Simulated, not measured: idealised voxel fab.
process module | voxel capacitor over wiring
cross-section cut | 270 nm wide | cells 5 nm
A cross-section is a grid of square cells, given in bands from the top down. A band is one or more rows of cells.
Each band's line starts with the height of the band's top and of its bottom, in nm. Then come its materials from left to right, each with its width in nm. One material with "throughout" fills the band from edge to edge. "air" is empty space.
Height 0 is the level under which the wafer as received is all one material. The lowest band goes on downwards, as in "0 down".
A width such as "30 to 40" changes by the same amount from each row of cells to the next, from the band's top row to its bottom row.
"no change" after a step means that no cell of the cross-section changed.
closed voids: empty space of 8 cells or more with no open way to the top, each as width x height at its distance from the left edge, in nm
after a step's settings: what the simulator itself notes on the step
overlay nm, on a step with a mask: how far to the right of its planned place the mask lay; to the left if negative
plan
1 op RECEIVE | material Si
2 op CONFORMAL_DEP | material SiO2 | thk nm 10
3 op CONFORMAL_DEP | material SiN | thk nm 5
4 op DIRECTIONAL_DEP | material SiO2 | thk nm 20
5 op DIRECTIONAL_DEP | material aC | thk nm 10
6 op PATTERN | tone open | mask id METAL_1 | material resist | width nm 25 | pitch nm 90 | thk nm 25 | overlay nm -15
7 op DIRECTIONAL_ETCH | etch materials aC | depth nm 10
8 op STRIP | etch materials resist
9 op DIRECTIONAL_ETCH | etch materials SiO2 | depth nm 20
10 op DIRECTIONAL_ETCH | etch materials SiN | depth nm 5
11 op STRIP | etch materials aC
12 op CONFORMAL_DEP | material TiN | thk nm 5
13 op FILL_DEP | material W | thk nm 10
14 op CMP | height nm 35
15 op CONFORMAL_DEP | material SiCN | thk nm 5
16 op DIRECTIONAL_DEP | material lowk | thk nm 15
17 op PATTERN | tone open | mask id PLUG_1 | material resist | width nm 15 | thk nm 15 | overlay nm 0
18 op DIRECTIONAL_ETCH | etch materials lowk | depth nm 15
19 op DIRECTIONAL_ETCH | etch materials SiCN | depth nm 5
20 op STRIP | etch materials resist
21 op EPI | material Ru | thk nm 10
22 op EPI | material Ru | thk nm 10
23 op DIRECTIONAL_DEP | material TiN | thk nm 10
24 op DIRECTIONAL_DEP | material HfO2 | thk nm 5
25 op DIRECTIONAL_DEP | material TiN | thk nm 5
26 op PATTERN | tone cover | mask id UPPER_PLATE | material resist | width nm 70 | thk nm 15 | overlay nm 0
27 op DIRECTIONAL_ETCH | etch materials TiN | depth nm 5
28 op DIRECTIONAL_ETCH | etch materials HfO2 | depth nm 5
29 op STRIP | etch materials resist
30 op MASKED_ETCH | tone cover | mask id LOWER_PLATE | width nm 80 | etch materials TiN | depth nm 10 | overlay nm 0
31 op FILL_DEP | material SiO2 | thk nm 20
32 op CMP | height nm 90
33 op MASKED_ETCH | tone open | mask id PLUG_2 | width nm 15 | etch materials SiO2 | depth nm 15 | overlay nm 0
34 op CONFORMAL_DEP | material TiN | thk nm 5
35 op FILL_DEP | material W | thk nm 5
36 op CMP | height nm 90
37 op CONFORMAL_DEP | material SiN | thk nm 5
varied across the wafers: overlay nm of step 6. The plan shows the first wafer's value. All wafers start alike
first wafer as received, after step 1
  0 down: Si throughout
  closed voids: none
first wafer at the end, after step 37
  95 to 90: SiN throughout
  90 to 80: SiO2 95 | TiN 5 | W 5 | TiN 5 | SiO2 160
  80 to 70: SiO2 95 to 100 | TiN 15 to 55 | SiO2 160 to 115
  70 to 65: SiO2 100 | HfO2 55 | SiO2 115
  65 to 55: SiO2 80 | TiN 5 | SiO2 15 | TiN 60 | SiO2 110
  55 to 50: lowk 85 | TiN 15 | lowk 170
  50 to 45: lowk 85 | HfO2 15 | lowk 170
  45 to 40: lowk 85 | TiN 15 | lowk 170
  40 to 35: SiCN 85 | TiN 15 | SiCN 170
  35 to 15: SiO2 60 | TiN 5 | W 15 | TiN 5 | SiO2 65 | TiN 5 | W 15 | TiN 5 | SiO2 95
  15 to 10: SiN 60 | TiN 25 | SiN 65 | TiN 25 | SiN 95
  10 to 0: SiO2 throughout
  0 down: Si throughout
  closed voids: none
last wafer at the end
  95 to 90: SiN throughout
  90 to 80: SiO2 95 | TiN 5 | W 5 | TiN 5 | SiO2 160
  80 to 70: SiO2 95 to 85 | TiN 15 to 70 | SiO2 160 to 115
  70 to 65: SiO2 85 | HfO2 70 | SiO2 115
  65 to 55: SiO2 80 | TiN 80 | SiO2 110
  55 to 40: lowk 85 | Ru 15 | lowk 170
  40 to 35: SiCN 85 | Ru 15 | SiCN 170
  35 to 15: SiO2 90 | TiN 5 | W 15 | TiN 5 | SiO2 65 | TiN 5 | W 15 | TiN 5 | SiO2 65
  15 to 10: SiN 90 | TiN 25 | SiN 65 | TiN 25 | SiN 65
  10 to 0: SiO2 throughout
  0 down: Si throughout
  closed voids: none
each wafer at the end: cells of each material gained (+) or lost (-) since it was received, then its closed voids
overlay nm -15 | +14 HfO2 | +51 SiCN | +98 SiN | +605 SiO2 | +79 TiN | +26 W | +153 lowk | closed voids: none
overlay nm -10 | +14 HfO2 | +12 Ru | +51 SiCN | +98 SiN | +593 SiO2 | +79 TiN | +26 W | +153 lowk | closed voids: none
overlay nm -5 | +14 HfO2 | +12 Ru | +51 SiCN | +98 SiN | +593 SiO2 | +79 TiN | +26 W | +153 lowk | closed voids: none
overlay nm 0 | +14 HfO2 | +12 Ru | +51 SiCN | +98 SiN | +593 SiO2 | +79 TiN | +26 W | +153 lowk | closed voids: none
overlay nm 5 | +14 HfO2 | +12 Ru | +51 SiCN | +98 SiN | +593 SiO2 | +79 TiN | +26 W | +153 lowk | closed voids: none
overlay nm 10 | +14 HfO2 | +12 Ru | +51 SiCN | +98 SiN | +593 SiO2 | +79 TiN | +26 W | +153 lowk | closed voids: none
overlay nm 15 | +14 HfO2 | +12 Ru | +51 SiCN | +98 SiN | +593 SiO2 | +79 TiN | +26 W | +153 lowk | closed voids: none
